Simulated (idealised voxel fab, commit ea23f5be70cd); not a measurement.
Title: Process Module voxel tone inversion
Square cell edge 5 nm, section width 150 nm, ID cut.
Notation: cross-section as square-cell grid; stated in bands, top first, going down; one or more cell rows per band. First you get the band's top height and its bottom height, in nm, and then the materials it's made of, left to right, with each width in nm. If you see a single material with "throughout", that one covers the band edge to edge. "empty" is empty space. The reference from which all heights are counted is 0, the level beneath which the as-received wafer is entirely one material; the lowest band, having no lower bound, proceeds downward and is written after the example "top 0, no bottom". Top row gets the first number, bottom row gets the second, and each row in between changes by the same step: that is how a band width like "30 to 40" works. You'll sometimes find "remains unaltered" written for a step, and that's the way of saying that nowhere in the cross-section did a cell change during that step. The entry "Closed void inventory" lists the empty spaces that cover at least 8 cells and have no open path to the top. Each is written as width x height at distance, where the distance is measured from the left edge and all three values are in nm. Anything after a step's settings on that line? It's the simulator's own note about the step. overlay nm: for a step with a mask, the amount by which the mask lay right of where it was planned; a negative amount means left of it.

## Intended process steps
| 1 | RECEIVE,material Si |
| 2 | CONFORMAL_DEP,material SiCN,thk nm 5 |
| 3 | DIRECTIONAL_DEP,material polySi,thk nm 20 |
| 4 | PATTERN,tone cover,mask id POSTS,material resist,width nm 15,pitch nm 30,thk nm 25,overlay nm 0 |
| 5 | DIRECTIONAL_ETCH,etch materials polySi,depth nm 20 |
| 6 | STRIP,etch materials resist |
| 7 | FILL_DEP,material lowk,thk nm 10 |
| 8 | CMP,height nm 25 |
| 9 | STRIP,etch materials polySi |
| 10 | CONFORMAL_DEP,material TiN,thk nm 5 |
| 11 | FILL_DEP,material W,thk nm 5 |
| 12 | CMP,height nm 25 |
| 13 | CONFORMAL_DEP,material SiCN,thk nm 5 |

## First wafer out of two, processed as planned

## Wafer as received: cross-section following step 1
  top 0, no bottom  Si throughout
  Closed void inventory: none

## Upon completion of step 2, the wafer appears in cross-section as shown
  top 5, bottom 0  SiCN throughout
  Below 0, no change.

## Upon completion of step 3, the wafer appears in cross-section as shown
  top 25, bottom 5  polySi throughout
  Below 5, no change.

## Upon completion of step 4, the wafer appears in cross-section as shown
  top 50, bottom 25  empty 50 nm; resist 15 nm; empty 15 nm; resist 15 nm; empty 55 nm
  Below 25, no change.

## Upon completion of step 5, the wafer appears in cross-section as shown
  top 50, bottom 25  empty 50 nm; resist 15 nm; empty 15 nm; resist 15 nm; empty 55 nm
  top 25, bottom 5  empty 50 nm; polySi 15 nm; empty 15 nm; polySi 15 nm; empty 55 nm
  Below 5, no change.

## Upon completion of step 6, the wafer appears in cross-section as shown
  top 25, bottom 5  empty 50 nm; polySi 15 nm; empty 15 nm; polySi 15 nm; empty 55 nm
  Below 5, no change.

## Upon completion of step 7, the wafer appears in cross-section as shown
  top 35, bottom 25  lowk throughout
  top 25, bottom 5  lowk 50 nm; polySi 15 nm; lowk 15 nm; polySi 15 nm; lowk 55 nm
  Below 5, no change.

## Upon completion of step 8, the wafer appears in cross-section as shown
  top 25, bottom 5  lowk 50 nm; polySi 15 nm; lowk 15 nm; polySi 15 nm; lowk 55 nm
  Below 5, no change.

## Upon completion of step 9, the wafer appears in cross-section as shown
  top 25, bottom 5  lowk 50 nm; empty 15 nm; lowk 15 nm; empty 15 nm; lowk 55 nm
  Below 5, no change.

## Upon completion of step 10, the wafer appears in cross-section as shown
  top 30, bottom 25  TiN 55 nm; empty 5 nm; TiN 25 nm; empty 5 nm; TiN 60 nm
  top 25, bottom 10  lowk 50 nm; TiN 5 nm; empty 5 nm; TiN 5 nm; lowk 15 nm; TiN 5 nm; empty 5 nm; TiN 5 nm; lowk 55 nm
  top 10, bottom 5  lowk 50 nm; TiN 15 nm; lowk 15 nm; TiN 15 nm; lowk 55 nm
  Below 5, no change.

## Upon completion of step 11, the wafer appears in cross-section as shown
  top 35, bottom 30  W throughout
  top 30, bottom 25  TiN 55 nm; W 5 nm; TiN 25 nm; W 5 nm; TiN 60 nm
  top 25, bottom 10  lowk 50 nm; TiN 5 nm; W 5 nm; TiN 5 nm; lowk 15 nm; TiN 5 nm; W 5 nm; TiN 5 nm; lowk 55 nm
  Below 10, no change.

## Upon completion of step 12, the wafer appears in cross-section as shown
  top 25, bottom 10  lowk 50 nm; TiN 5 nm; W 5 nm; TiN 5 nm; lowk 15 nm; TiN 5 nm; W 5 nm; TiN 5 nm; lowk 55 nm
  Below 10, no change.

## Upon completion of step 13, the wafer appears in cross-section as shown
  top 30, bottom 25  SiCN throughout
  Below 25, no change.

## Second Wafer (Identical Start and Plan, One Processing Error; Matches First Wafer Through Step 3)

## Second wafer, cut view, end of step 4 per plan
  top 50, bottom 25  empty 45 nm; resist 15 nm; empty 15 nm; resist 15 nm; empty 60 nm
  Below 25, no change.

## Second wafer, cut view, end of step 5 per plan
  top 50, bottom 25  empty 45 nm; resist 15 nm; empty 15 nm; resist 15 nm; empty 60 nm
  top 25, bottom 5  empty 45 nm; polySi 15 nm; empty 15 nm; polySi 15 nm; empty 60 nm
  Below 5, no change.

## Second wafer, cut view, end of step 6 per plan
  top 25, bottom 5  empty 45 nm; polySi 15 nm; empty 15 nm; polySi 15 nm; empty 60 nm
  Below 5, no change.

## Second wafer, cut view, end of step 7 per plan
  top 35, bottom 25  lowk throughout
  top 25, bottom 5  lowk 45 nm; polySi 15 nm; lowk 15 nm; polySi 15 nm; lowk 60 nm
  Below 5, no change.

## Second wafer, cut view, end of step 8 per plan
  top 25, bottom 5  lowk 45 nm; polySi 15 nm; lowk 15 nm; polySi 15 nm; lowk 60 nm
  Below 5, no change.

## Second wafer, cut view, end of step 9 per plan
  top 25, bottom 5  lowk 45 nm; empty 15 nm; lowk 15 nm; empty 15 nm; lowk 60 nm
  Below 5, no change.

## Second wafer, cut view, end of step 10 per plan
  top 30, bottom 25  TiN 50 nm; empty 5 nm; TiN 25 nm; empty 5 nm; TiN 65 nm
  top 25, bottom 10  lowk 45 nm; TiN 5 nm; empty 5 nm; TiN 5 nm; lowk 15 nm; TiN 5 nm; empty 5 nm; TiN 5 nm; lowk 60 nm
  top 10, bottom 5  lowk 45 nm; TiN 15 nm; lowk 15 nm; TiN 15 nm; lowk 60 nm
  Below 5, no change.

## Second wafer, cut view, end of step 11 per plan
  top 35, bottom 30  W throughout
  top 30, bottom 25  TiN 50 nm; W 5 nm; TiN 25 nm; W 5 nm; TiN 65 nm
  top 25, bottom 10  lowk 45 nm; TiN 5 nm; W 5 nm; TiN 5 nm; lowk 15 nm; TiN 5 nm; W 5 nm; TiN 5 nm; lowk 60 nm
  Below 10, no change.

## Second wafer, cut view, end of step 12 per plan
  top 25, bottom 10  lowk 45 nm; TiN 5 nm; W 5 nm; TiN 5 nm; lowk 15 nm; TiN 5 nm; W 5 nm; TiN 5 nm; lowk 60 nm
  Below 10, no change.

## Second wafer, cut view, end of step 13 per plan
  top 30, bottom 25  SiCN throughout
  Below 25, no change.
Heads up, the wafer didn't run the way we planned it: step 4: run off-plan, actual operation and settings PATTERN,tone cover,mask id POSTS,material resist,width nm 15,pitch nm 30,thk nm 25,overlay nm -5
Upon completion, the cell count for each material on the second wafer equals that on the first, whereas the spatial distribution of those cells differs.
